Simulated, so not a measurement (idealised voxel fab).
process module | voxel transistor to metal
cross-section cut | 285 nm wide | cells 5 nm
A cross-section is a grid of square cells, given in bands from the top down. A band is one or more rows of cells.
Each band's line starts with the height of the band's top and of its bottom, in nm. Then come its materials from left to right, each with its width in nm. One material with "throughout" fills the band from edge to edge. "air" is empty space.
Height 0 is the level under which the wafer as received is all one material. The lowest band goes on downwards, as in "0 down".
A width such as "30 to 40" changes by the same amount from each row of cells to the next, from the band's top row to its bottom row.
"no change" after a step means that no cell of the cross-section changed.
closed voids: empty space of 8 cells or more with no open way to the top, each as width x height at its distance from the left edge, in nm
after a step's settings: what the simulator itself notes on the step
overlay nm, on a step with a mask: how far to the right of its planned place the mask lay; to the left if negative
plan
1 op RECEIVE | material Si
2 op CONFORMAL_DEP | material SiO2 | thk nm 5
3 op CONFORMAL_DEP | material SiN | thk nm 10
4 op PATTERN | tone cover | mask id ACTIVE | material resist | width nm 105 | pitch nm 135 | thk nm 20 | overlay nm 0
5 op DIRECTIONAL_ETCH | etch materials SiN | depth nm 10
6 op DIRECTIONAL_ETCH | etch materials SiO2 | depth nm 5
7 op DIRECTIONAL_ETCH | etch materials Si | depth nm 35
8 op STRIP | etch materials resist
9 op OXIDIZE | depth nm 5
10 op FILL_DEP | material SiO2 | thk nm 10
11 op CMP | height nm 15
12 op SELECTIVE_ETCH | etch materials SiO2 | depth nm 10
13 op STRIP | etch materials SiN
14 op SELECTIVE_ETCH | etch materials SiO2 | depth nm 5
15 op OXIDIZE | depth nm 5
16 op DIRECTIONAL_DEP | material polySi | thk nm 25
17 op DIRECTIONAL_DEP | material SiCN | thk nm 15
18 op MASKED_ETCH | tone cover | mask id GATE | width nm 25 | pitch nm 135 | etch materials SiCN | depth nm 25 | overlay nm 0
19 op MASKED_ETCH | tone cover | mask id GATE | width nm 25 | pitch nm 135 | etch materials polySi | depth nm 35 | overlay nm 0
20 op CONFORMAL_DEP | material SiN | thk nm 5
21 op DIRECTIONAL_ETCH | etch materials SiN | depth nm 5
22 op DIRECTIONAL_ETCH | etch materials SiO2 | depth nm 5
23 op DIRECTIONAL_ETCH | etch materials Si | depth nm 10
24 op EPI | material nSi | thk nm 10
25 op FILL_DEP | material SiO2 | thk nm 5
26 op CMP | height nm 40
27 op DIRECTIONAL_DEP | material SiO2 | thk nm 15
28 op PATTERN | tone open | mask id CONTACT | material resist | width nm 15 | thk nm 20 | overlay nm 0
29 op DIRECTIONAL_ETCH | etch materials SiO2 | depth nm 60
30 op STRIP | etch materials resist
31 op CONFORMAL_DEP | material TiN | thk nm 5
32 op FILL_DEP | material W | thk nm 5
33 op CMP | height nm 55
34 op CONFORMAL_DEP | material SiCN | thk nm 5
35 op DIRECTIONAL_DEP | material lowk | thk nm 25
36 op PATTERN | tone open | mask id METAL_1 | material resist | width nm 15 | thk nm 15 | overlay nm 0
37 op DIRECTIONAL_ETCH | etch materials lowk | depth nm 25
38 op DIRECTIONAL_ETCH | etch materials SiCN | depth nm 5
39 op STRIP | etch materials resist
40 op CONFORMAL_DEP | material TiN | thk nm 5
41 op FILL_DEP | material Ru | thk nm 10
42 op CMP | height nm 85
43 op CONFORMAL_DEP | material SiCN | thk nm 5
as received, after step 1
  0 down: Si throughout
  closed voids: none
a wafer at the end: this start, this plan, one mistake
  90 to 85: SiCN throughout
  85 to 60: lowk 25 | TiN 5 | Ru 5 | TiN 5 | lowk 65 | TiN 5 | Ru 5 | TiN 5 | lowk 40 | TiN 5 | Ru 5 | TiN 5 | lowk 65 | TiN 5 | Ru 5 | TiN 5 | lowk 30
  60 to 55: SiCN 25 | TiN 15 | SiCN 65 | TiN 15 | SiCN 40 | TiN 15 | SiCN 65 | TiN 15 | SiCN 30
  55 to 45: W 20 | TiN 5 | SiO2 15 | TiN 5 | W 55 | TiN 5 | SiO2 15 | TiN 5 | W 30 | TiN 5 | SiO2 15 | TiN 5 | W 55 | TiN 5 | SiO2 15 | TiN 5 | W 25
  45 to 40: W 20 | TiN 5 | SiO2 15 | TiN 5 | W 5 | TiN 45 | W 5 | TiN 5 | SiO2 15 | TiN 5 | W 30 | TiN 5 | SiO2 15 | TiN 5 | W 5 | TiN 45 | W 5 | TiN 5 | SiO2 15 | TiN 5 | W 25
  40 to 25: W 20 | TiN 5 | SiO2 15 | TiN 5 | W 5 | TiN 5 | SiN 5 | SiCN 25 | SiN 5 | TiN 5 | W 5 | TiN 5 | SiO2 15 | TiN 5 | W 30 | TiN 5 | SiO2 15 | TiN 5 | W 5 | TiN 5 | SiN 5 | SiCN 25 | SiN 5 | TiN 5 | W 5 | TiN 5 | SiO2 15 | TiN 5 | W 25
  25 to 10: W 20 | TiN 5 | SiO2 15 | TiN 5 | W 5 | TiN 5 | SiN 5 | polySi 25 | SiN 5 | TiN 5 | W 5 | TiN 5 | SiO2 15 | TiN 5 | W 30 | TiN 5 | SiO2 15 | TiN 5 | W 5 | TiN 5 | SiN 5 | polySi 25 | SiN 5 | TiN 5 | W 5 | TiN 5 | SiO2 15 | TiN 5 | W 25
  10 to 5: W 20 | TiN 5 | SiO2 15 | TiN 15 | SiN 5 | polySi 25 | SiN 5 | TiN 15 | SiO2 15 | TiN 5 | W 30 | TiN 5 | SiO2 15 | TiN 15 | SiN 5 | polySi 25 | SiN 5 | TiN 15 | SiO2 15 | TiN 5 | W 25
  5 to 0: W 20 | TiN 5 | SiO2 15 | TiN 5 | nSi 10 | SiN 5 | polySi 25 | SiN 5 | nSi 10 | TiN 5 | SiO2 15 | TiN 5 | W 30 | TiN 5 | SiO2 15 | TiN 5 | nSi 10 | SiN 5 | polySi 25 | SiN 5 | nSi 10 | TiN 5 | SiO2 15 | TiN 5 | W 25
  0 to -5: TiN 25 | SiO2 15 | TiN 5 | nSi 10 | SiO2 35 | nSi 10 | TiN 5 | SiO2 15 | TiN 40 | SiO2 15 | TiN 5 | nSi 10 | SiO2 35 | nSi 10 | TiN 5 | SiO2 15 | TiN 30
  -5 to -15: SiO2 25 | nSi 30 | Si 35 | nSi 30 | SiO2 40 | nSi 30 | Si 35 | nSi 30 | SiO2 30
  -15 to -40: SiO2 25 | Si 95 | SiO2 40 | Si 95 | SiO2 30
  -40 down: Si throughout
  closed voids: none
what went wrong: step 28 ran as: op PATTERN | tone cover | mask id CONTACT | material resist | width nm 15 | thk nm 20 | overlay nm 0
